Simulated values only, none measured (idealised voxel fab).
Name of the process module below: voxel gate over fins
Cross-section cut spans 290 nm and uses square cells 5 nm in size.
In what follows, cross-sections appear as grids of square cells, described through bands that run from the top down, where every band is one or more rows of cells.
Heights first: top, then bottom, in nm. Then materials, left to right, each with a width in nm. "full width" on a single material: fills the band edge to edge. "blank": empty space.
Heights are expressed relative to 0, this being the level below which the as-received wafer comprises one material exclusively. The lowest band is unbounded in the downward direction and is denoted as in "from 0 down".
A width such as "30 to 40" changes by the same amount from each row of cells to the next, from the band's top row to its bottom row.
"nothing changed" for a step: no cell of the cross-section changed in that step.
"Enclosed void entries" means: voids of 8 cells or more that are shut off from the top with no open way through. Written width x height at distance, distance from the left edge, in nm.
Note: text after step settings on the step line = simulator remark on that step.
When a step includes a mask, the "overlay nm" setting on its line states how far to the right of its planned place that mask lay, and negative values state how far to the left.
-- Set out below are the planned steps of the process
1) RECEIVE (material Si)
2) CONFORMAL_DEP (material SiN; thk nm 10)
3) PATTERN (tone cover; mask id FINS; material resist; width nm 15; pitch nm 35; thk nm 20; overlay nm 0)
4) DIRECTIONAL_ETCH (etch materials SiN; depth nm 10)
5) DIRECTIONAL_ETCH (etch materials Si; depth nm 35)
6) STRIP (etch materials resist)
7) OXIDIZE (depth nm 5)
8) FILL_DEP (material SiO2; thk nm 10)
9) CMP (height nm 10)
10) SELECTIVE_ETCH (etch materials SiO2; depth nm 25)
11) STRIP (etch materials SiN)
12) CONFORMAL_DEP (material HfO2; thk nm 5)
13) CONFORMAL_DEP (material TiN; thk nm 5)
14) FILL_DEP (material W; thk nm 10)
15) CMP (height nm 15)
16) CONFORMAL_DEP (material SiCN; thk nm 10)
-- Wafer at receipt (post step 1), cross-section
    from 0 down | Si full width
    Enclosed void entries: none
-- Cross-sectional result after module completion. Note: starting condition and plan are unchanged from above; one processing mistake was made
    from 25 to 15 | SiCN full width
    from 15 to 10 | W full width
    from 10 to 5 | W 115 nm; TiN 25 nm; W 10 nm; TiN 25 nm; W 115 nm
    from 5 to 0 | W 115 nm; TiN 5 nm; HfO2 15 nm; TiN 5 nm; W 10 nm; TiN 5 nm; HfO2 15 nm; TiN 5 nm; W 115 nm
    from 0 to -5 | W 115 nm; TiN 5 nm; HfO2 5 nm; Si 5 nm; HfO2 5 nm; TiN 5 nm; W 10 nm; TiN 5 nm; HfO2 5 nm; Si 5 nm; HfO2 5 nm; TiN 5 nm; W 115 nm
    from -5 to -10 | TiN 120 nm; HfO2 5 nm; Si 5 nm; HfO2 5 nm; TiN 20 nm; HfO2 5 nm; Si 5 nm; HfO2 5 nm; TiN 120 nm
    from -10 to -15 | HfO2 125 nm; Si 5 nm; HfO2 30 nm; Si 5 nm; HfO2 125 nm
    from -15 to -75 | SiO2 125 nm; Si 5 nm; SiO2 30 nm; Si 5 nm; SiO2 125 nm
    from -75 down | Si full width
    Enclosed void entries: none
Want to know what went wrong? step 5 of the plan was performed twice
